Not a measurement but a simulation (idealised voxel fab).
The process module that follows is named voxel local oxidation.
The width of the displayed cross-section, cut, is 265 nm; its cells are square, with a size of 5 nm.
A cross-section in this document is a grid of square cells, and it is written down as bands, the top band listed before the ones below it; a band is made up of one or more rows of cells. Within each band entry, the heights of the top and of the bottom of the band appear first, in that order and in nm; the materials of the band then follow from left to right, each with its corresponding width in nm. The designation "everywhere" on a single material indicates that it fills the band from edge to edge; the designation "blank" indicates empty space. Height datum 0, below which the as-received substrate wafer is one material. Lowest band open at the bottom, running downward: "0 down". So if you see something like "30 to 40" for the width, read it as the top row of the band sitting at the first number and the bottom row at the second, with every row in between moving by the same amount as the last. "stayed the same" for a step: no cell of the cross-section changed in that step. The entry titled "Tabulated closed voids" provides the empty spaces that have no open way to the top, restricted to those of 8 cells or more. Each is presented as width x height at distance, the distance being measured from the left edge, with all three in nm. after a step's settings: what the simulator itself notes on the step. You can add "overlay nm" to a step's line. For a step with a mask, it describes how far the mask lay to the right of its planned position, and a negative number describes a lay to the left.

The steps planned for the process are as follows
| 1 | RECEIVE | material Si |
| 2 | CONFORMAL_DEP | material SiO2 | thk nm 5 |
| 3 | CONFORMAL_DEP | material SiN | thk nm 15 |
| 4 | DIRECTIONAL_DEP | material aC | thk nm 15 |
| 5 | PATTERN | tone cover | mask id ACTIVE | material resist | width nm 115 | thk nm 35 | overlay nm -15 |
| 6 | DIRECTIONAL_ETCH | etch materials aC | depth nm 15 |
| 7 | STRIP | etch materials resist |
| 8 | DIRECTIONAL_ETCH | etch materials SiN | depth nm 15 |
| 9 | STRIP | etch materials aC |
| 10 | SELECTIVE_ETCH | etch materials SiO2 | depth nm 5 |
| 11 | OXIDIZE | depth nm 10 |
| 12 | STRIP | etch materials SiN |
The plan's step 5 overlay nm is the first wafer's value; the wafers differ in this setting and start identical.

Cross-sectional view of the first of several wafers in the as-received condition, corresponding to the state following step 1
    0 down  Si everywhere
    Tabulated closed voids: none

Wafer rows, end of module: cells per material gained (+) or lost (-) since receipt; closed voids last
overlay nm -15, -72 Si, +93 SiO2, Tabulated closed voids: none
overlay nm -10, -72 Si, +93 SiO2, Tabulated closed voids: none
overlay nm -5, -72 Si, +93 SiO2, Tabulated closed voids: none
overlay nm 0, -72 Si, +93 SiO2, Tabulated closed voids: none
overlay nm 5, -72 Si, +93 SiO2, Tabulated closed voids: none
overlay nm 10, -72 Si, +93 SiO2, Tabulated closed voids: none
overlay nm 15, -72 Si, +93 SiO2, Tabulated closed voids: none
